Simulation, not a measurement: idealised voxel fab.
process module | voxel local oxidation
cross-section cut | 285 nm wide | cells 5 nm
A cross-section is a grid of square cells, given in bands from the top down. A band is one or more rows of cells.
Each band's line starts with the height of the band's top and of its bottom, in nm. Then come its materials from left to right, each with its width in nm. One material with "throughout" fills the band from edge to edge. "air" is empty space.
Height 0 is the level under which the wafer as received is all one material. The lowest band goes on downwards, as in "0 down".
A width such as "30 to 40" changes by the same amount from each row of cells to the next, from the band's top row to its bottom row.
"no change" after a step means that no cell of the cross-section changed.
closed voids: empty space of 8 cells or more with no open way to the top, each as width x height at its distance from the left edge, in nm
after a step's settings: what the simulator itself notes on the step
overlay nm, on a step with a mask: how far to the right of its planned place the mask lay; to the left if negative
plan
1 op RECEIVE | material Si
2 op OXIDIZE | depth nm 5
3 op CONFORMAL_DEP | material SiN | thk nm 10
4 op DIRECTIONAL_DEP | material aC | thk nm 10
5 op PATTERN | tone cover | mask id ACTIVE | material resist | width nm 90 | thk nm 25 | overlay nm 0
6 op DIRECTIONAL_ETCH | etch materials aC | depth nm 10
7 op STRIP | etch materials resist
8 op DIRECTIONAL_ETCH | etch materials SiN | depth nm 10
9 op STRIP | etch materials aC
10 op SELECTIVE_ETCH | etch materials SiO2 | depth nm 5
11 op OXIDIZE | depth nm 10
12 op STRIP | etch materials SiN
varied across the wafers: width nm of step 5. The plan shows the first wafer's value. All wafers start alike
first wafer as received, after step 1
  0 down: Si throughout
  closed voids: none
each wafer at the end: cells of each material gained (+) or lost (-) since it was received, then its closed voids
width nm 90 | -147 Si | +106 SiO2 | closed voids: none
width nm 95 | -145 Si | +105 SiO2 | closed voids: none
width nm 100 | -143 Si | +104 SiO2 | closed voids: none
width nm 105 | -141 Si | +103 SiO2 | closed voids: none
width nm 110 | -139 Si | +102 SiO2 | closed voids: none
width nm 115 | -137 Si | +101 SiO2 | closed voids: none
